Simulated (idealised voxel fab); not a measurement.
Module name: voxel capacitor over wiring (process module)
Displayed cross-section: cut, width of 180 nm, square cells sized 5 nm.
A cross-section is written here as square cells arranged in a grid, and it is given in bands from the top down, each band taking up one or more rows of cells.
Heights first: top, then bottom, in nm. Then materials, left to right, each with a width in nm. "full width" on a single material: fills the band edge to edge. "blank": empty space.
It should be noted that heights are counted from 0, beneath which the wafer as supplied is of one material throughout, and that the lowest band possesses no lower boundary but continues downward, as written in "top 0, no bottom".
Width "30 to 40": first value at the band's top row of cells, second value at its bottom row, equal change from row to row.
What does "remained unchanged" mean for a step? It means no cell of the cross-section changed in that step.
Reported under the label "Closed void table" are the empty spaces having no open way to the top and comprising 8 cells or more; the notation for each is width x height at distance, in which the distance is measured from the left edge and all three values are in nm.
Where a step's line continues beyond its settings, the continuation is a remark by the simulator itself on that step.
You can add "overlay nm" to a step's line. For a step with a mask, it describes how far the mask lay to the right of its planned position, and a negative number describes a lay to the left.
The following list gives the planned process steps:
1 RECEIVE: material Si
2 CONFORMAL_DEP: material SiO2, thk nm 10
3 CONFORMAL_DEP: material SiCN, thk nm 5
4 DIRECTIONAL_DEP: material lowk, thk nm 20
5 MASKED_ETCH: tone open, mask id METAL_1, width nm 25, pitch nm 95, etch materials lowk, depth nm 20, overlay nm 0
6 MASKED_ETCH: tone open, mask id METAL_1, width nm 25, pitch nm 95, etch materials SiCN, depth nm 5, overlay nm 0
7 CONFORMAL_DEP: material TiN, thk nm 5
8 FILL_DEP: material Cu, thk nm 5
9 CMP: height nm 35
10 CONFORMAL_DEP: material SiCN, thk nm 5
11 DIRECTIONAL_DEP: material SiO2, thk nm 20
12 MASKED_ETCH: tone open, mask id PLUG_1, width nm 15, etch materials SiO2, depth nm 20, overlay nm 0
13 MASKED_ETCH: tone open, mask id PLUG_1, width nm 15, etch materials SiCN, depth nm 5, overlay nm 0
14 CONFORMAL_DEP: material TiN, thk nm 5
15 FILL_DEP: material W, thk nm 10
16 CMP: height nm 60
17 DIRECTIONAL_DEP: material TiN, thk nm 10
18 DIRECTIONAL_DEP: material SiN, thk nm 5
19 DIRECTIONAL_DEP: material TiN, thk nm 5
20 DIRECTIONAL_DEP: material aC, thk nm 15
21 PATTERN: tone cover, mask id UPPER_PLATE, material resist, width nm 75, thk nm 30, overlay nm 0
22 DIRECTIONAL_ETCH: etch materials aC, depth nm 15
23 STRIP: etch materials resist
24 DIRECTIONAL_ETCH: etch materials TiN, depth nm 5
25 DIRECTIONAL_ETCH: etch materials SiN, depth nm 5
26 STRIP: etch materials aC
27 PATTERN: tone cover, mask id LOWER_PLATE, material resist, width nm 85, thk nm 15, overlay nm 0
28 DIRECTIONAL_ETCH: etch materials TiN, depth nm 10
29 STRIP: etch materials resist
30 FILL_DEP: material SiO2, thk nm 15
31 CMP: height nm 90
32 DIRECTIONAL_DEP: material aC, thk nm 15
33 PATTERN: tone open, mask id PLUG_2, material resist, width nm 15, thk nm 35, overlay nm 0
34 DIRECTIONAL_ETCH: etch materials aC, depth nm 15
35 STRIP: etch materials resist
36 DIRECTIONAL_ETCH: etch materials SiO2, depth nm 10
37 STRIP: etch materials aC
38 CONFORMAL_DEP: material TiN, thk nm 5
39 FILL_DEP: material W, thk nm 10
40 CMP: height nm 90
41 CONFORMAL_DEP: material SiCN, thk nm 5
Wafer as received: cross-section following step 1:
top 0, no bottom: Si full width
Closed void table: none
The first of the two wafers as seen in cross-section once the module was finished; processing followed the plan:
top 95, bottom 90: SiCN full width
top 90, bottom 85: SiO2=50, TiN=5, W=5, TiN=5, SiO2=115
top 85, bottom 75: SiO2=50 to 40, TiN=15 to 75, SiO2=115 to 65
top 75, bottom 70: SiO2=40, SiN=75, SiO2=65
top 70, bottom 60: SiO2=35, TiN=85, SiO2=60
top 60, bottom 40: SiO2=40, TiN=5, W=5, TiN=5, SiO2=125
top 40, bottom 35: SiCN=40, TiN=15, SiCN=125
top 35, bottom 15: lowk=30, TiN=5, Cu=15, TiN=5, lowk=70, TiN=5, Cu=15, TiN=5, lowk=30
top 15, bottom 10: SiCN=30, TiN=25, SiCN=70, TiN=25, SiCN=30
top 10, bottom 0: SiO2 full width
top 0, no bottom: Si full width
Closed void table: none
What the second wafer looks like in cross-section once the module is done. Its start and its plan matched the first wafer's exactly; what differed was one mistake in how it was run:
top 95, bottom 90: lowk full width
top 90, bottom 85: SiO2=50, TiN=5, W=5, TiN=5, SiO2=115
top 85, bottom 75: SiO2=50 to 40, TiN=15 to 75, SiO2=115 to 65
top 75, bottom 70: SiO2=40, SiN=75, SiO2=65
top 70, bottom 60: SiO2=35, TiN=85, SiO2=60
top 60, bottom 40: SiO2=40, TiN=5, W=5, TiN=5, SiO2=125
top 40, bottom 35: SiCN=40, TiN=15, SiCN=125
top 35, bottom 15: lowk=30, TiN=5, Cu=15, TiN=5, lowk=70, TiN=5, Cu=15, TiN=5, lowk=30
top 15, bottom 10: SiCN=30, TiN=25, SiCN=70, TiN=25, SiCN=30
top 10, bottom 0: SiO2 full width
top 0, no bottom: Si full width
Closed void table: none
Which mistake was made when the wafer was run? for step 41, the planned setting was not used; the step was instead run as CONFORMAL_DEP: material lowk, thk nm 5
It is noted that, at the conclusion of processing, the second wafer exhibits a higher or lower cell count for certain materials relative to the first: -36 SiCN, +36 lowk
